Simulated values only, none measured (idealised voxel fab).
The name of this process module is voxel air gaps.
Cross-sectional view cut (width: 175 nm; square cell size: 5 nm).
A cross-section is written here as square cells arranged in a grid, and it is given in bands from the top down, each band taking up one or more rows of cells.
Quick guide to a band line: top height, bottom height (nm) up front; then every material left to right with its width in nm. Only one material and it's marked "all across"? Then it fills the band edge to edge. And "empty" just means empty space.
Zero point of the height axis is 0; under it, received wafer = one material. Lowest band: continues down indefinitely, "z 0 and below".
A width given as "30 to 40" starts at the first number in the band's top row and ends at the second number in its bottom row, shifting by an equal amount at every step from row to row.
"stayed the same" after a step means that no cell of the cross-section changed.
Closed empty spaces (no open way to the top) of 8 cells or more are what "Entrapped void list" lists, each as width x height at distance from the left edge, nm for all three.
Step line, after settings: the simulator's comment on this step.
overlay nm, on a step with a mask: how far to the right of its planned place the mask lay; to the left if negative

The process steps that were planned are listed below:
- 1: RECEIVE (material Si)
- 2: CONFORMAL_DEP (material SiO2; thk nm 15)
- 3: CONFORMAL_DEP (material SiN; thk nm 5)
- 4: DIRECTIONAL_DEP (material SiO2; thk nm 30)
- 5: MASKED_ETCH (tone open; mask id LINES; width nm 15; pitch nm 40; etch materials SiO2; depth nm 30; overlay nm 0)
- 6: CONFORMAL_DEP (material TiN; thk nm 5)
- 7: FILL_DEP (material W; thk nm 10)
- 8: CMP (height nm 50)
- 9: EPI (material Ru; thk nm 10)
- 10: SELECTIVE_ETCH (etch materials SiO2; depth nm 40)
- 11: CONFORMAL_DEP (material SiN; thk nm 5)

Cross-section of the wafer upon arrival, representing the state reached after step 1:
- z 0 and below  Si all across
- Entrapped void list: none

What the wafer looks like in cross-section after this module, when it starts as shown above and follows the plan above but one mistake is made in running it:
- z 55 to 15  SiN all across
- z 15 to 0  SiO2 all across
- z 0 and below  Si all across
- Entrapped void list: none
Deviation noted in wafer processing: step 4: run off-plan, actual operation and settings DIRECTIONAL_DEP (material SiN; thk nm 30)
